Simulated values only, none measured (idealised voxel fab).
voxel tone inversion: a process module
This is section cut - it's 255 nm across, gridded in 5 nm square cells.
If you're reading a cross-section in this doc, picture square cells in a grid; it comes to you as bands, top ones listed first down to the bottom, and a band can be one or more rows of cells.
Read a band's entry like this: the first values are the height of its top and the height of its bottom in nm, and what follows is the sequence of materials from left to right, each with its width in nm. Note that "air" is empty space, and that a single material marked "everywhere" reaches across the band from edge to edge.
Convention: height 0 is the level below which the wafer, as received, is all one material. The lowest band does not terminate at the bottom but continues downward, represented as "0 -> down".
So if you see something like "30..40" for the width, read it as the top row of the band sitting at the first number and the bottom row at the second, with every row in between moving by the same amount as the last.
"no alteration" means the step left every cell of the cross-section as it was.
Entry "Closed void entries". Content: empty spaces with no open connection to the top, size 8 cells or greater. Each: width x height at distance. Distance: from left edge. Unit: nm.
after a step's settings: what the simulator itself notes on the step
On any step carrying a mask, the "overlay nm" setting, if present on the step's line, tells how far right of its planned place the mask lay; negative values point to the left.

## Steps in the process plan
1. RECEIVE: material Si
2. CONFORMAL_DEP: material SiCN, thk nm 10
3. DIRECTIONAL_DEP: material aC, thk nm 20
4. PATTERN: tone cover, mask id POSTS, material resist, width nm 25, pitch nm 50, thk nm 25, overlay nm 0
5. DIRECTIONAL_ETCH: etch materials aC, depth nm 20
6. STRIP: etch materials resist
7. FILL_DEP: material SiO2, thk nm 10
8. CMP: height nm 30
9. STRIP: etch materials aC

## Cross-section of the wafer upon arrival, representing the state reached after step 1
	0 -> down: Si everywhere
	Closed void entries: none

## Cross-section, first of two wafers, end of module, run as planned
	30 -> 10: SiO2: 40, then air: 25, then SiO2: 25, then air: 25, then SiO2: 25, then air: 25, then SiO2: 25, then air: 25, then SiO2: 40
	10 -> 0: SiCN everywhere
	0 -> down: Si everywhere
	Closed void entries: none

## Second of two wafers, module complete, sectioned: it shares the first wafer's start and plan but was run with one mistake
	30 -> 10: SiO2: 30, then air: 25, then SiO2: 25, then air: 25, then SiO2: 25, then air: 25, then SiO2: 25, then air: 25, then SiO2: 50
	10 -> 0: SiCN everywhere
	0 -> down: Si everywhere
	Closed void entries: none
The mistake made against the process plan was this: rather than as planned, step 4 actually ran as PATTERN: tone cover, mask id POSTS, material resist, width nm 25, pitch nm 50, thk nm 25, overlay nm -10
Same inventory, different map: at the end, the second wafer holds as many cells of each material as the first, placed elsewhere.
